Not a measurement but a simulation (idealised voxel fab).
Title: Process Module voxel transistor to metal
Square cell edge 5 nm, section width 205 nm, ID cut.
Cross-section, as written here: a square-cell grid given band by band from the top down, where a band holds one or more rows of cells. This entry defines a band. It first specifies the height of the band's top and the height of its bottom in nm, and then specifies the band's materials from left to right, stating each material with its width in nm. The word "all across" identifies a single material that fills the band from edge to edge, while the word "empty" identifies empty space. Measure heights from 0. That's the level where, below it, the as-received wafer is all one material. The lowest band is bottomless and extends downward; write it as in "z 0 and below". The two numbers in a width such as "30..40" mark its ends across the band: the first belongs to the top row of cells, the second to the bottom row, and from each row to the next the width moves by the same amount. It should be understood that the words "nothing got changed", when stated for a given step, signify that the cross-section underwent no change in any of its cells during that step. Closed-off voids of 8+ cells (no open route to the top) go in "Closed-off voids", written width x height at distance from the left edge, in nm. Anything after a step's settings on that line? It's the simulator's own note about the step. "overlay nm" on a masked step: distance the mask lay right of its planned place, negative for left.
## Process steps foreseen in the plan
1. RECEIVE | material Si
2. OXIDIZE | depth nm 5
3. CONFORMAL_DEP | material SiN | thk nm 10
4. MASKED_ETCH | tone cover | mask id ACTIVE | width nm 95 | etch materials SiN | depth nm 10 | overlay nm 0
5. MASKED_ETCH | tone cover | mask id ACTIVE | width nm 95 | etch materials SiO2 | depth nm 5 | overlay nm 0
6. MASKED_ETCH | tone cover | mask id ACTIVE | width nm 95 | etch materials Si | depth nm 30 | overlay nm 0
7. OXIDIZE | depth nm 5
8. FILL_DEP | material SiO2 | thk nm 5
9. CMP | height nm 10
10. SELECTIVE_ETCH | etch materials SiO2 | depth nm 5
11. STRIP | etch materials SiN
12. SELECTIVE_ETCH | etch materials SiO2 | depth nm 5
13. OXIDIZE | depth nm 5
14. DIRECTIONAL_DEP | material polySi | thk nm 20
15. DIRECTIONAL_DEP | material SiCN | thk nm 10
16. MASKED_ETCH | tone cover | mask id GATE | width nm 25 | etch materials SiCN | depth nm 20 | overlay nm 0
17. MASKED_ETCH | tone cover | mask id GATE | width nm 25 | etch materials polySi | depth nm 30 | overlay nm 0
18. CONFORMAL_DEP | material SiO2 | thk nm 5
19. DIRECTIONAL_ETCH | etch materials SiO2 | depth nm 5
20. CONFORMAL_DEP | material SiN | thk nm 5
21. DIRECTIONAL_ETCH | etch materials SiN | depth nm 5
22. DIRECTIONAL_ETCH | etch materials SiO2 | depth nm 5
23. EPI | material pSi | thk nm 5
24. FILL_DEP | material SiO2 | thk nm 10
25. CMP | height nm 25
26. DIRECTIONAL_DEP | material SiO2 | thk nm 10
27. DIRECTIONAL_DEP | material aC | thk nm 15
28. PATTERN | tone open | mask id CONTACT | material resist | width nm 15 | pitch nm 70 | thk nm 35 | overlay nm 0
29. DIRECTIONAL_ETCH | etch materials aC | depth nm 15
30. STRIP | etch materials resist
31. DIRECTIONAL_ETCH | etch materials SiO2 | depth nm 40
32. STRIP | etch materials aC
33. CONFORMAL_DEP | material TiN | thk nm 5
34. FILL_DEP | material W | thk nm 10
35. CMP | height nm 35
36. CONFORMAL_DEP | material SiCN | thk nm 5
37. DIRECTIONAL_DEP | material lowk | thk nm 20
38. MASKED_ETCH | tone open | mask id METAL_1 | width nm 15 | pitch nm 70 | etch materials lowk | depth nm 20 | overlay nm 0
39. MASKED_ETCH | tone open | mask id METAL_1 | width nm 15 | pitch nm 70 | etch materials SiCN | depth nm 5 | overlay nm 0
40. CONFORMAL_DEP | material TiN | thk nm 5
41. FILL_DEP | material Cu | thk nm 10
42. CMP | height nm 60
43. CONFORMAL_DEP | material SiN | thk nm 5
## Wafer as received: cross-section following step 1
- z 0 and below  Si all across
- Closed-off voids: none
## Wafer cross-section at end of module: start and plan as shown above, one execution error
- z 65 to 60  SiN all across
- z 60 to 45  lowk: 60 | TiN: 5 | Cu: 5 | TiN: 5 | lowk: 55 | TiN: 5 | Cu: 5 | TiN: 5 | lowk: 60
- z 45 to 40  lowk: 60 | TiN: 15 | lowk: 55 | TiN: 15 | lowk: 60
- z 40 to 35  TiN all across
- z 35 to 25  SiO2: 60 | TiN: 5 | W: 5 | TiN: 5 | SiO2: 55 | TiN: 5 | W: 5 | TiN: 5 | SiO2: 60
- z 25 to 15  SiO2: 60 | TiN: 5 | W: 5 | TiN: 5 | SiO2: 5 | SiN: 5 | SiO2: 5 | SiCN: 25 | SiO2: 5 | SiN: 5 | SiO2: 5 | TiN: 5 | W: 5 | TiN: 5 | SiO2: 60
- z 15 to 0  SiO2: 60 | TiN: 5 | W: 5 | TiN: 5 | SiO2: 5 | SiN: 5 | SiO2: 5 | polySi: 25 | SiO2: 5 | SiN: 5 | SiO2: 5 | TiN: 5 | W: 5 | TiN: 5 | SiO2: 60
- z 0 to -5  SiO2: 55 | SiN: 5 | TiN: 15 | SiO2: 5 | SiN: 5 | SiO2: 5 | polySi: 25 | SiO2: 5 | SiN: 5 | SiO2: 5 | TiN: 15 | SiN: 5 | SiO2: 55
- z -5 to -10  SiO2: 60 | pSi: 20 | SiO2: 45 | pSi: 20 | SiO2: 60
- z -10 to -40  SiO2: 60 | Si: 85 | SiO2: 60
- z -40 and below  Si all across
- Closed-off voids: none
It is concluded that the wafer was processed incorrectly with respect to the plan, in that not per plan at step 36, really ran CONFORMAL_DEP | material TiN | thk nm 5
